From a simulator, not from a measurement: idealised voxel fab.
Process module heading - voxel quadruple lines
The cross-section on display is named cut; it measures 300 nm wide, and its cells are 5 nm squares.
How to read a cross-section here: the picture is a grid of square cells, written as bands going from the top down, and any band can span one or more rows of cells. Per band: top height and bottom height in nm, followed by the left-to-right materials and their widths in nm; "full width" marks a single material spanning edge to edge, "air" marks empty space. A quick word on heights: they are counted from 0, and under that level the wafer as it came to us is one material throughout. The lowest band is different from the rest in having no bottom; it simply continues downward, written as in "0 nm and below". When a width is written as two numbers, as in "30 to 40", the first number is the width in the top row of cells of the band and the second is the width in its bottom row, and the width changes by the same amount from each row to the next. A step reported as "nothing different" is a step in which no cell of the cross-section changed. Listed in "Enclosed void inventory": every empty space of 8 or more cells without an open way to the top. Form: width x height at distance, the distance being from the left edge, all in nm. Read whatever lies past the settings on a step's line as the simulator's own remark about the step. overlay nm: where the mask lay relative to plan, measured to the right, on steps with a mask; negatives go left.
**The planned process steps are enumerated hereunder**
1 RECEIVE, material Si
2 CONFORMAL_DEP, material Al2O3, thk nm 10
3 DIRECTIONAL_DEP, material W, thk nm 10
4 DIRECTIONAL_DEP, material polySi, thk nm 20
5 DIRECTIONAL_DEP, material aC, thk nm 25
6 PATTERN, tone cover, mask id MANDREL, material resist, width nm 25, pitch nm 80, thk nm 35, overlay nm 0
7 DIRECTIONAL_ETCH, etch materials aC, depth nm 25
8 STRIP, etch materials resist
9 CONFORMAL_DEP, material SiO2, thk nm 15
10 DIRECTIONAL_ETCH, etch materials SiO2, depth nm 15
11 STRIP, etch materials aC
12 DIRECTIONAL_ETCH, etch materials polySi, depth nm 20
13 STRIP, etch materials SiO2
14 CONFORMAL_DEP, material SiN, thk nm 5
15 DIRECTIONAL_ETCH, etch materials SiN, depth nm 5
16 STRIP, etch materials polySi
17 DIRECTIONAL_ETCH, etch materials W, depth nm 10
18 STRIP, etch materials SiN
19 FILL_DEP, material lowk, thk nm 10
20 CMP, height nm 20
**The cross-section here shows the wafer as received, i.e. in its state after step 1**
  0 nm and below  Si full width
  Enclosed void inventory: none
**One mistake in running the module, otherwise start and plan as above: cross-section at the end**
  20 nm to 10 nm  polySi full width
  10 nm to 0 nm  Al2O3 full width
  0 nm and below  Si full width
  Enclosed void inventory: none
What was done differently from what was planned? steps 3 and 4 of the plan were each performed in the slot designated for the other
